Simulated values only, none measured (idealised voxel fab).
This is a process module. Its name is voxel ribs on slabs.
The cross-section shown here is cut; it is 250 nm wide and divided into square cells measuring 5 nm on a side.
Cross-section spec: square-cell grid; bands listed top down; each band is one or more rows. Basically the band line says how high the top is and how high the bottom is, in nm, and then what's in it from left to right, every material with its width in nm. Empty space shows up as "air", and if a single material carries "full width" it runs the full band edge to edge. Note: height 0 marks the level under which the wafer is uniformly one material as received. Lowest band unbounded below, written "0..down". A width given as "30 to 40" starts at the first number in the band's top row and ends at the second number in its bottom row, shifting by an equal amount at every step from row to row. "everything unchanged" -> step changed no cross-section cell. You'll see "Catalogued sealed voids" listing empty spaces that have no way open to the top, as long as they're 8 cells or more; the notation is width x height at distance, where the distance is from the left edge, and all of it is in nm. The remark found on a step's line after its settings is issued by the simulator itself and pertains to that step. A step's line can hold "overlay nm"; with a mask on that step, the setting says how far right of the planned place the mask lay, while a negative setting says it lay to the left.
[Steps planned for the process]
- 1: RECEIVE, material Si
- 2: DIRECTIONAL_DEP, material SiO2, thk nm 30
- 3: DIRECTIONAL_DEP, material SiN, thk nm 15
- 4: PATTERN, tone cover, mask id RIB, material resist, width nm 25, thk nm 15, overlay nm 0
- 5: DIRECTIONAL_ETCH, etch materials SiN, depth nm 5
- 6: STRIP, etch materials resist
- 7: MASKED_ETCH, tone cover, mask id SLAB, width nm 55, etch materials SiN, depth nm 10, overlay nm 0
- 8: FILL_DEP, material SiO2, thk nm 20
- 9: CMP, height nm 60
- 10: DIRECTIONAL_DEP, material W, thk nm 5
- 11: MASKED_ETCH, tone cover, mask id HEATER, width nm 35, etch materials W, depth nm 5, overlay nm 0
- 12: CONFORMAL_DEP, material SiN, thk nm 5
Split variable: thk nm, step 12. Plan value = first wafer. Wafers start alike.
[As-received state after step 1, first of several wafers, cross-section]
- 0..down = Si full width
- Catalogued sealed voids: none
[Post step 12, the closing step of the module: first of several wafers, cross-sectioned]
- 70..65 = 100 air  45 SiN  105 air
- 65..60 = 105 SiN  35 W  110 SiN
- 60..45 = SiO2 full width
- 45..40 = 110 SiO2  25 SiN  115 SiO2
- 40..30 = 95 SiO2  55 SiN  100 SiO2
- 30..0 = SiO2 full width
- 0..down = Si full width
- Catalogued sealed voids: none
[Module end, final wafer: cross-section]
- 90..85 = 80 air  85 SiN  85 air
- 85..65 = SiN full width
- 65..60 = 105 SiN  35 W  110 SiN
- 60..45 = SiO2 full width
- 45..40 = 110 SiO2  25 SiN  115 SiO2
- 40..30 = 95 SiO2  55 SiN  100 SiO2
- 30..0 = SiO2 full width
- 0..down = Si full width
- Catalogued sealed voids: none
[Table: wafers, a row each; end-of-module cell change per material since receipt, gain (+), loss (-); then closed voids]
thk nm 5; +79 SiN; +573 SiO2; +7 W; Catalogued sealed voids: none
thk nm 10; +131 SiN; +573 SiO2; +7 W; Catalogued sealed voids: none
thk nm 15; +183 SiN; +573 SiO2; +7 W; Catalogued sealed voids: none
thk nm 20; +235 SiN; +573 SiO2; +7 W; Catalogued sealed voids: none
thk nm 25; +287 SiN; +573 SiO2; +7 W; Catalogued sealed voids: none
